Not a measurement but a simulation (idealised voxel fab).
The process module that follows is named voxel fin reveal.
Each square cell in cross-section cut measures 5 nm, and the section as a whole is 165 nm wide.
Cross-section spec: square-cell grid; bands listed top down; each band is one or more rows. Heights first: top, then bottom, in nm. Then materials, left to right, each with a width in nm. "full width" on a single material: fills the band edge to edge. "empty": empty space. All heights in this document are referenced to 0, defined as the level beneath which the wafer, as received, consists entirely of one material. The lowest band is not bounded below; it extends indefinitely downward and is written in the form "0 -> down". Width: "30->40" (first number = top row, second number = bottom row, same change from row to row of cells). When a step is marked "no modifications", none of the cells in the cross-section changed during that step. Closed-off voids of 8+ cells (no open route to the top) go in "Cavities, sealed", written width x height at distance from the left edge, in nm. Past the settings on a step's line: simulator remark, on that step. For masked steps, "overlay nm" on the step line gives how far right of plan the mask actually lay; a minus sign means it lay to the left.
List of planned process steps:
1,RECEIVE,material Si
2,CONFORMAL_DEP,material SiN,thk nm 5
3,MASKED_ETCH,tone cover,mask id FINS,width nm 15,pitch nm 40,etch materials SiN,depth nm 5,overlay nm 0
4,MASKED_ETCH,tone cover,mask id FINS,width nm 15,pitch nm 40,etch materials Si,depth nm 40,overlay nm 0
5,OXIDIZE,depth nm 5
6,FILL_DEP,material SiO2,thk nm 10
7,CMP,height nm 5
8,SELECTIVE_ETCH,etch materials SiO2,depth nm 25
9,STRIP,etch materials SiN
10,CONFORMAL_DEP,material SiO2,thk nm 5
Wafer as received: cross-section following step 1:
* 0 -> down  Si full width
* Cavities, sealed: none
Below is the wafer in cross-section after the module was completed. It began from the starting point shown above and followed the plan shown above, except that one mistake was made while running it:
* 5 -> 0  SiO2: 55  empty: 15  SiO2: 25  empty: 15  SiO2: 55
* 0 -> -5  Si: 50  SiO2: 25  Si: 15  SiO2: 25  Si: 50
* -5 -> down  Si full width
* Cavities, sealed: none
Deviation noted in wafer processing: step 3 ran differently from the plan; actual operation with settings: MASKED_ETCH,tone open,mask id FINS,width nm 15,pitch nm 40,etch materials SiN,depth nm 5,overlay nm 0
